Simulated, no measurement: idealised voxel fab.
The name of this process module is voxel released beams.
The cross-section on display is named cut; it measures 270 nm wide, and its cells are 5 nm squares.
A cross-section in this document is a grid of square cells, and it is written down as bands, the top band listed before the ones below it; a band is made up of one or more rows of cells.
Heights first: top, then bottom, in nm. Then materials, left to right, each with a width in nm. "all across" on a single material: fills the band edge to edge. "empty": empty space.
Zero point of the height axis is 0; under it, received wafer = one material. Lowest band: continues down indefinitely, "0 nm and below".
A width given as "30..40" starts at the first number in the band's top row and ends at the second number in its bottom row, shifting by an equal amount at every step from row to row.
"same as before", as given for a step, is the statement that not any cell of the cross-section underwent a change during that step.
Empty spaces without an open route to the top, at least 8 cells in extent, make up the entry "Closed void entries"; each is given as width x height at distance, where the distance is measured from the left edge, and all are in nm.
What comes after the settings on a step's line is commentary from the simulator itself on that step.
overlay nm: how far to the right of its planned place the mask lay on this masked step (negative: to the left).

**This section lists the process steps that were planned**
1) RECEIVE,material Si
2) CONFORMAL_DEP,material Al2O3,thk nm 10
3) DIRECTIONAL_DEP,material SiO2,thk nm 15
4) MASKED_ETCH,tone open,mask id ANCHOR,width nm 30,etch materials SiO2,depth nm 15,overlay nm 0
5) CONFORMAL_DEP,material polySi,thk nm 10
6) MASKED_ETCH,tone cover,mask id BEAM,width nm 115,etch materials polySi,depth nm 10,overlay nm 0
7) STRIP,etch materials SiO2

**First of two wafers - as planned**

**Wafer at receipt (post step 1), cross-section**
- 0 nm and below | Si all across
- Closed void entries: none

**How the wafer stands in section after step 2**
- 10 nm to 0 nm | Al2O3 all across
- Beneath the level 0, the cross-section is identical to its previous state.

**How the wafer stands in section after step 3**
- 25 nm to 10 nm | SiO2 all across
- Beneath the level 10, the cross-section is identical to its previous state.

**How the wafer stands in section after step 4**
- 25 nm to 10 nm | 80 SiO2 | 30 empty | 160 SiO2
- Beneath the level 10, the cross-section is identical to its previous state.

**How the wafer stands in section after step 5**
- 35 nm to 25 nm | 90 polySi | 10 empty | 170 polySi
- 25 nm to 20 nm | 80 SiO2 | 10 polySi | 10 empty | 10 polySi | 160 SiO2
- 20 nm to 10 nm | 80 SiO2 | 30 polySi | 160 SiO2
- Beneath the level 10, the cross-section is identical to its previous state.

**How the wafer stands in section after step 6**
- 35 nm to 25 nm | 75 empty | 15 polySi | 10 empty | 90 polySi | 80 empty
- Beneath the level 25, the cross-section is identical to its previous state.

**How the wafer stands in section after step 7**
- 35 nm to 25 nm | 75 empty | 15 polySi | 10 empty | 90 polySi | 80 empty
- 25 nm to 20 nm | 80 empty | 10 polySi | 10 empty | 10 polySi | 160 empty
- 20 nm to 10 nm | 80 empty | 30 polySi | 160 empty
- Beneath the level 10, the cross-section is identical to its previous state.

**Second wafer: same start and same plan as the first, one execution error; identical to the first through step 3**

**Second wafer profile in section, at the moment step 4 of the plan was meant to be complete**
- 25 nm to 10 nm | 85 SiO2 | 30 empty | 155 SiO2
- Beneath the level 10, the cross-section is identical to its previous state.

**Second wafer profile in section, at the moment step 5 of the plan was meant to be complete**
- 35 nm to 25 nm | 95 polySi | 10 empty | 165 polySi
- 25 nm to 20 nm | 85 SiO2 | 10 polySi | 10 empty | 10 polySi | 155 SiO2
- 20 nm to 10 nm | 85 SiO2 | 30 polySi | 155 SiO2
- Beneath the level 10, the cross-section is identical to its previous state.

**Second wafer profile in section, at the moment step 6 of the plan was meant to be complete**
- 35 nm to 25 nm | 75 empty | 20 polySi | 10 empty | 85 polySi | 80 empty
- Beneath the level 25, the cross-section is identical to its previous state.

**Second wafer profile in section, at the moment step 7 of the plan was meant to be complete**
- 35 nm to 25 nm | 75 empty | 20 polySi | 10 empty | 85 polySi | 80 empty
- 25 nm to 20 nm | 85 empty | 10 polySi | 10 empty | 10 polySi | 155 empty
- 20 nm to 10 nm | 85 empty | 30 polySi | 155 empty
- Beneath the level 10, the cross-section is identical to its previous state.
The plan and the run diverged here: it should be noted that step 4 was executed with settings other than those planned, the operation and settings actually applied being MASKED_ETCH,tone open,mask id ANCHOR,width nm 30,etch materials SiO2,depth nm 15,overlay nm 5
Final wafers compared: equal cell tally per material, rearranged layout.
